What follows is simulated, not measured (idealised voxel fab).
voxel transistor to metal: a process module
Section shown: cut. Width: 260 nm. Cell size: 5 nm, square.
Cross-section, as written here: a square-cell grid given band by band from the top down, where a band holds one or more rows of cells.
Within each band entry, the heights of the top and of the bottom of the band appear first, in that order and in nm; the materials of the band then follow from left to right, each with its corresponding width in nm. The designation "edge to edge" on a single material indicates that it fills the band from edge to edge; the designation "empty" indicates empty space.
Heights are measured from 0, the level below which the as-received wafer is all one material; the lowest band has no bottom and continues downward, written as in "z 0 and below".
When a width is written as two numbers, as in "30..40", the first number is the width in the top row of cells of the band and the second is the width in its bottom row, and the width changes by the same amount from each row to the next.
You'll sometimes find "no change occurred" written for a step, and that's the way of saying that nowhere in the cross-section did a cell change during that step.
The list in "Closed empty spaces" covers empty spaces of 8 cells or more that cannot reach the top through any open way, and it gives each as width x height at distance; the distance is from the left edge, and width, height and distance are in nm.
Formally, on a step line, whatever follows the settings is a remark that the simulator itself makes on the step.
A step's line can hold "overlay nm"; with a mask on that step, the setting says how far right of the planned place the mask lay, while a negative setting says it lay to the left.
Intended process steps:
- 1: RECEIVE with material Si
- 2: CONFORMAL_DEP with material SiO2, thk nm 5
- 3: CONFORMAL_DEP with material SiN, thk nm 15
- 4: DIRECTIONAL_DEP with material aC, thk nm 15
- 5: PATTERN with tone cover, mask id ACTIVE, material resist, width nm 100, pitch nm 130, thk nm 30, overlay nm 0
- 6: DIRECTIONAL_ETCH with etch materials aC, depth nm 15
- 7: STRIP with etch materials resist
- 8: DIRECTIONAL_ETCH with etch materials SiN, depth nm 15
- 9: DIRECTIONAL_ETCH with etch materials SiO2, depth nm 5
- 10: DIRECTIONAL_ETCH with etch materials Si, depth nm 25
- 11: STRIP with etch materials aC
- 12: FILL_DEP with material SiO2, thk nm 15
- 13: CMP with height nm 20
- 14: SELECTIVE_ETCH with etch materials SiO2, depth nm 15
- 15: STRIP with etch materials SiN
- 16: SELECTIVE_ETCH with etch materials SiO2, depth nm 5
- 17: OXIDIZE with depth nm 5
- 18: DIRECTIONAL_DEP with material polySi, thk nm 20
- 19: DIRECTIONAL_DEP with material SiCN, thk nm 15
- 20: PATTERN with tone cover, mask id GATE, material resist, width nm 20, pitch nm 130, thk nm 20, overlay nm 0
- 21: DIRECTIONAL_ETCH with etch materials SiCN, depth nm 25
- 22: DIRECTIONAL_ETCH with etch materials polySi, depth nm 30
- 23: STRIP with etch materials resist
- 24: CONFORMAL_DEP with material SiO2, thk nm 5
- 25: DIRECTIONAL_ETCH with etch materials SiO2, depth nm 5
- 26: CONFORMAL_DEP with material SiN, thk nm 10
- 27: DIRECTIONAL_ETCH with etch materials SiN, depth nm 10
- 28: DIRECTIONAL_ETCH with etch materials SiO2, depth nm 5
- 29: DIRECTIONAL_ETCH with etch materials Si, depth nm 10
- 30: EPI with material SiGe, thk nm 15
- 31: FILL_DEP with material SiO2, thk nm 5
- 32: CMP with height nm 35
- 33: DIRECTIONAL_DEP with material SiO2, thk nm 10
- 34: DIRECTIONAL_DEP with material aC, thk nm 15
- 35: PATTERN with tone open, mask id CONTACT, material resist, width nm 15, pitch nm 65, thk nm 35, overlay nm 0
- 36: DIRECTIONAL_ETCH with etch materials aC, depth nm 15
- 37: STRIP with etch materials resist
- 38: DIRECTIONAL_ETCH with etch materials SiO2, depth nm 35
- 39: STRIP with etch materials aC
- 40: CONFORMAL_DEP with material TiN, thk nm 5
- 41: FILL_DEP with material W, thk nm 5
- 42: CMP with height nm 45
- 43: DIRECTIONAL_DEP with material TiN, thk nm 5
- 44: DIRECTIONAL_DEP with material W, thk nm 15
- 45: DIRECTIONAL_DEP with material aC, thk nm 10
- 46: PATTERN with tone cover, mask id METAL_1, material resist, width nm 15, pitch nm 65, thk nm 25, overlay nm 0
- 47: DIRECTIONAL_ETCH with etch materials aC, depth nm 10
- 48: STRIP with etch materials resist
- 49: DIRECTIONAL_ETCH with etch materials W, depth nm 15
- 50: DIRECTIONAL_ETCH with etch materials TiN, depth nm 5
- 51: STRIP with etch materials aC
- 52: CONFORMAL_DEP with material SiCN, thk nm 5
- 53: FILL_DEP with material lowk, thk nm 5
- 54: CMP with height nm 65
- 55: CONFORMAL_DEP with material SiCN, thk nm 5
- 56: DIRECTIONAL_DEP with material lowk, thk nm 35
- 57: DIRECTIONAL_DEP with material aC, thk nm 10
- 58: PATTERN with tone open, mask id METAL_2, material resist, width nm 15, pitch nm 130, thk nm 25, overlay nm 0
- 59: DIRECTIONAL_ETCH with etch materials aC, depth nm 10
- 60: STRIP with etch materials resist
- 61: DIRECTIONAL_ETCH with etch materials lowk, depth nm 20
- 62: STRIP with etch materials aC
- 63: MASKED_ETCH with tone open, mask id METAL_2_HOLES, width nm 15, pitch nm 130, etch materials lowk, depth nm 15, overlay nm 0
- 64: MASKED_ETCH with tone open, mask id METAL_2_HOLES, width nm 15, pitch nm 130, etch materials SiCN, depth nm 5, overlay nm 0
- 65: CONFORMAL_DEP with material TiN, thk nm 5
- 66: FILL_DEP with material Cu, thk nm 5
- 67: CMP with height nm 105
- 68: CONFORMAL_DEP with material SiN, thk nm 5
Cross-section of the wafer upon arrival, representing the state reached after step 1:
z 0 and below  Si edge to edge
Closed empty spaces: none
The module was run from the start shown above using the plan shown above, but one mistake was made doing it; the resulting wafer cross-section is below:
z 110 to 105  SiN edge to edge
z 105 to 70  lowk: 25  TiN: 5  Cu: 5  TiN: 5  lowk: 115  TiN: 5  Cu: 5  TiN: 5  lowk: 90
z 70 to 65  SiCN: 25  TiN: 15  SiCN: 115  TiN: 15  SiCN: 90
z 65 to 60  SiCN: 25  TiN: 15  SiCN: 50  TiN: 15  SiCN: 50  TiN: 15  SiCN: 50  TiN: 15  SiCN: 25
z 60 to 45  W edge to edge
z 45 to 35  SiO2: 25  TiN: 5  W: 5  TiN: 5  SiO2: 50  TiN: 5  W: 5  TiN: 5  SiO2: 50  TiN: 5  W: 5  TiN: 5  SiO2: 50  TiN: 5  W: 5  TiN: 5  SiO2: 25
z 35 to 20  SiO2: 25  TiN: 5  W: 5  TiN: 5  SiN: 10  SiO2: 5  SiCN: 20  SiO2: 5  SiN: 10  TiN: 5  W: 5  TiN: 5  SiO2: 50  TiN: 5  W: 5  TiN: 5  SiN: 10  SiO2: 5  SiCN: 20  SiO2: 5  SiN: 10  TiN: 5  W: 5  TiN: 5  SiO2: 25
z 20 to 15  SiO2: 25  TiN: 5  W: 5  TiN: 5  SiN: 10  SiO2: 5  polySi: 20  SiO2: 5  SiN: 10  TiN: 5  W: 5  TiN: 5  SiO2: 50  TiN: 5  W: 5  TiN: 5  SiN: 10  SiO2: 5  polySi: 20  SiO2: 5  SiN: 10  TiN: 5  W: 5  TiN: 5  SiO2: 25
z 15 to 10  SiO2: 25  TiN: 15  SiN: 10  SiO2: 5  polySi: 20  SiO2: 5  SiN: 10  TiN: 15  SiO2: 50  TiN: 15  SiN: 10  SiO2: 5  polySi: 20  SiO2: 5  SiN: 10  TiN: 15  SiO2: 25
z 10 to 0  SiO2: 25  SiGe: 15  SiN: 10  SiO2: 5  polySi: 20  SiO2: 5  SiN: 10  SiGe: 15  SiO2: 50  SiGe: 15  SiN: 10  SiO2: 5  polySi: 20  SiO2: 5  SiN: 10  SiGe: 15  SiO2: 25
z 0 to -5  SiO2: 10  SiGe: 30  SiO2: 50  SiGe: 30  SiO2: 20  SiGe: 30  SiO2: 50  SiGe: 30  SiO2: 10
z -5 to -15  SiO2: 15  SiGe: 25  Si: 50  SiGe: 25  SiO2: 30  SiGe: 25  Si: 50  SiGe: 25  SiO2: 15
z -15 to -25  SiO2: 15  Si: 100  SiO2: 30  Si: 100  SiO2: 15
z -25 and below  Si edge to edge
Closed empty spaces: none
In executing the process, a mistake was made relative to the plan: the processing plan was not followed for steps 43 and 44, which were run with their positions exchanged
